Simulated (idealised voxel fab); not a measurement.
process module | voxel self aligned vias
cross-section cut | 220 nm wide | cells 5 nm
A cross-section is a grid of square cells, given in bands from the top down. A band is one or more rows of cells.
Each band's line starts with the height of the band's top and of its bottom, in nm. Then come its materials from left to right, each with its width in nm. One material with "throughout" fills the band from edge to edge. "air" is empty space.
Height 0 is the level under which the wafer as received is all one material. The lowest band goes on downwards, as in "0 down".
A width such as "30 to 40" changes by the same amount from each row of cells to the next, from the band's top row to its bottom row.
"no change" after a step means that no cell of the cross-section changed.
closed voids: empty space of 8 cells or more with no open way to the top, each as width x height at its distance from the left edge, in nm
after a step's settings: what the simulator itself notes on the step
overlay nm, on a step with a mask: how far to the right of its planned place the mask lay; to the left if negative
plan
1 op RECEIVE | material Si
2 op CONFORMAL_DEP | material SiO2 | thk nm 10
3 op CONFORMAL_DEP | material SiCN | thk nm 5
4 op DIRECTIONAL_DEP | material lowk | thk nm 25
5 op PATTERN | tone open | mask id LINES | material resist | width nm 20 | pitch nm 55 | thk nm 15 | overlay nm 0
6 op DIRECTIONAL_ETCH | etch materials lowk | depth nm 25
7 op STRIP | etch materials resist
8 op CONFORMAL_DEP | material TiN | thk nm 5
9 op FILL_DEP | material Ru | thk nm 5
10 op CMP | height nm 40
11 op SELECTIVE_ETCH | etch materials W Ru TiN | depth nm 10
12 op FILL_DEP | material SiN | thk nm 10
13 op CMP | height nm 40
14 op DIRECTIONAL_DEP | material lowk | thk nm 20
15 op MASKED_ETCH | tone open | mask id VIAS | width nm 40 | etch materials lowk | depth nm 20 | overlay nm 0
16 op MASKED_ETCH | tone open | mask id VIAS | width nm 40 | etch materials SiN | depth nm 10 | overlay nm 0
17 op CONFORMAL_DEP | material TiN | thk nm 5
18 op FILL_DEP | material W | thk nm 10
19 op CMP | height nm 60
20 op CONFORMAL_DEP | material SiCN | thk nm 5
first wafer, as planned
as received, after step 1
  0 down: Si throughout
  closed voids: none
after step 2
  10 to 0: SiO2 throughout
  below 0: unchanged
after step 3
  15 to 10: SiCN throughout
  below 10: unchanged
after step 4
  40 to 15: lowk throughout
  below 15: unchanged
after step 5
  55 to 40: resist 70 | air 20 | resist 35 | air 20 | resist 75
  below 40: unchanged
after step 6
  55 to 40: resist 70 | air 20 | resist 35 | air 20 | resist 75
  40 to 15: lowk 70 | air 20 | lowk 35 | air 20 | lowk 75
  below 15: unchanged
after step 7
  40 to 15: lowk 70 | air 20 | lowk 35 | air 20 | lowk 75
  below 15: unchanged
after step 8
  45 to 40: TiN 75 | air 10 | TiN 45 | air 10 | TiN 80
  40 to 20: lowk 70 | TiN 5 | air 10 | TiN 5 | lowk 35 | TiN 5 | air 10 | TiN 5 | lowk 75
  20 to 15: lowk 70 | TiN 20 | lowk 35 | TiN 20 | lowk 75
  below 15: unchanged
after step 9
  50 to 45: Ru throughout
  45 to 40: TiN 75 | Ru 10 | TiN 45 | Ru 10 | TiN 80
  40 to 20: lowk 70 | TiN 5 | Ru 10 | TiN 5 | lowk 35 | TiN 5 | Ru 10 | TiN 5 | lowk 75
  below 20: unchanged
after step 10
  40 to 20: lowk 70 | TiN 5 | Ru 10 | TiN 5 | lowk 35 | TiN 5 | Ru 10 | TiN 5 | lowk 75
  below 20: unchanged
after step 11
  40 to 30: lowk 70 | air 20 | lowk 35 | air 20 | lowk 75
  below 30: unchanged
after step 12
  50 to 40: SiN throughout
  40 to 30: lowk 70 | SiN 20 | lowk 35 | SiN 20 | lowk 75
  below 30: unchanged
after step 13
  40 to 30: lowk 70 | SiN 20 | lowk 35 | SiN 20 | lowk 75
  below 30: unchanged
after step 14
  60 to 40: lowk throughout
  below 40: unchanged
after step 15
  60 to 40: lowk 60 | air 40 | lowk 120
  below 40: unchanged
after step 16
  60 to 40: lowk 60 | air 40 | lowk 120
  40 to 30: lowk 70 | air 20 | lowk 35 | SiN 20 | lowk 75
  below 30: unchanged
after step 17
  65 to 60: TiN 65 | air 30 | TiN 125
  60 to 45: lowk 60 | TiN 5 | air 30 | TiN 5 | lowk 120
  45 to 40: lowk 60 | TiN 15 | air 10 | TiN 15 | lowk 120
  40 to 35: lowk 70 | TiN 5 | air 10 | TiN 5 | lowk 35 | SiN 20 | lowk 75
  35 to 30: lowk 70 | TiN 20 | lowk 35 | SiN 20 | lowk 75
  below 30: unchanged
after step 18
  75 to 65: W throughout
  65 to 60: TiN 65 | W 30 | TiN 125
  60 to 45: lowk 60 | TiN 5 | W 30 | TiN 5 | lowk 120
  45 to 40: lowk 60 | TiN 15 | W 10 | TiN 15 | lowk 120
  40 to 35: lowk 70 | TiN 5 | W 10 | TiN 5 | lowk 35 | SiN 20 | lowk 75
  below 35: unchanged
after step 19
  60 to 45: lowk 60 | TiN 5 | W 30 | TiN 5 | lowk 120
  below 45: unchanged
after step 20
  65 to 60: SiCN throughout
  below 60: unchanged
second wafer: like start, like plan, one mistake. Through step 1 it matches the first wafer
when step 2 should have ended
  5 to 0: SiCN throughout
  below 0: unchanged
when step 3 should have ended
  15 to 5: SiO2 throughout
  below 5: unchanged
when step 4 should have ended
  40 to 15: lowk throughout
  below 15: unchanged
when step 5 should have ended
  55 to 40: resist 70 | air 20 | resist 35 | air 20 | resist 75
  below 40: unchanged
when step 6 should have ended
  55 to 40: resist 70 | air 20 | resist 35 | air 20 | resist 75
  40 to 15: lowk 70 | air 20 | lowk 35 | air 20 | lowk 75
  below 15: unchanged
when step 7 should have ended
  40 to 15: lowk 70 | air 20 | lowk 35 | air 20 | lowk 75
  below 15: unchanged
when step 8 should have ended
  45 to 40: TiN 75 | air 10 | TiN 45 | air 10 | TiN 80
  40 to 20: lowk 70 | TiN 5 | air 10 | TiN 5 | lowk 35 | TiN 5 | air 10 | TiN 5 | lowk 75
  20 to 15: lowk 70 | TiN 20 | lowk 35 | TiN 20 | lowk 75
  below 15: unchanged
when step 9 should have ended
  50 to 45: Ru throughout
  45 to 40: TiN 75 | Ru 10 | TiN 45 | Ru 10 | TiN 80
  40 to 20: lowk 70 | TiN 5 | Ru 10 | TiN 5 | lowk 35 | TiN 5 | Ru 10 | TiN 5 | lowk 75
  below 20: unchanged
when step 10 should have ended
  40 to 20: lowk 70 | TiN 5 | Ru 10 | TiN 5 | lowk 35 | TiN 5 | Ru 10 | TiN 5 | lowk 75
  below 20: unchanged
when step 11 should have ended
  40 to 30: lowk 70 | air 20 | lowk 35 | air 20 | lowk 75
  below 30: unchanged
when step 12 should have ended
  50 to 40: SiN throughout
  40 to 30: lowk 70 | SiN 20 | lowk 35 | SiN 20 | lowk 75
  below 30: unchanged
when step 13 should have ended
  40 to 30: lowk 70 | SiN 20 | lowk 35 | SiN 20 | lowk 75
  below 30: unchanged
when step 14 should have ended
  60 to 40: lowk throughout
  below 40: unchanged
when step 15 should have ended
  60 to 40: lowk 60 | air 40 | lowk 120
  below 40: unchanged
when step 16 should have ended
  60 to 40: lowk 60 | air 40 | lowk 120
  40 to 30: lowk 70 | air 20 | lowk 35 | SiN 20 | lowk 75
  below 30: unchanged
when step 17 should have ended
  65 to 60: TiN 65 | air 30 | TiN 125
  60 to 45: lowk 60 | TiN 5 | air 30 | TiN 5 | lowk 120
  45 to 40: lowk 60 | TiN 15 | air 10 | TiN 15 | lowk 120
  40 to 35: lowk 70 | TiN 5 | air 10 | TiN 5 | lowk 35 | SiN 20 | lowk 75
  35 to 30: lowk 70 | TiN 20 | lowk 35 | SiN 20 | lowk 75
  below 30: unchanged
when step 18 should have ended
  75 to 65: W throughout
  65 to 60: TiN 65 | W 30 | TiN 125
  60 to 45: lowk 60 | TiN 5 | W 30 | TiN 5 | lowk 120
  45 to 40: lowk 60 | TiN 15 | W 10 | TiN 15 | lowk 120
  40 to 35: lowk 70 | TiN 5 | W 10 | TiN 5 | lowk 35 | SiN 20 | lowk 75
  below 35: unchanged
when step 19 should have ended
  60 to 45: lowk 60 | TiN 5 | W 30 | TiN 5 | lowk 120
  below 45: unchanged
when step 20 should have ended
  65 to 60: SiCN throughout
  below 60: unchanged
what went wrong: steps 2 and 3 were swapped
at the end the second wafer has, in cells: as many of each material as the first, in other places
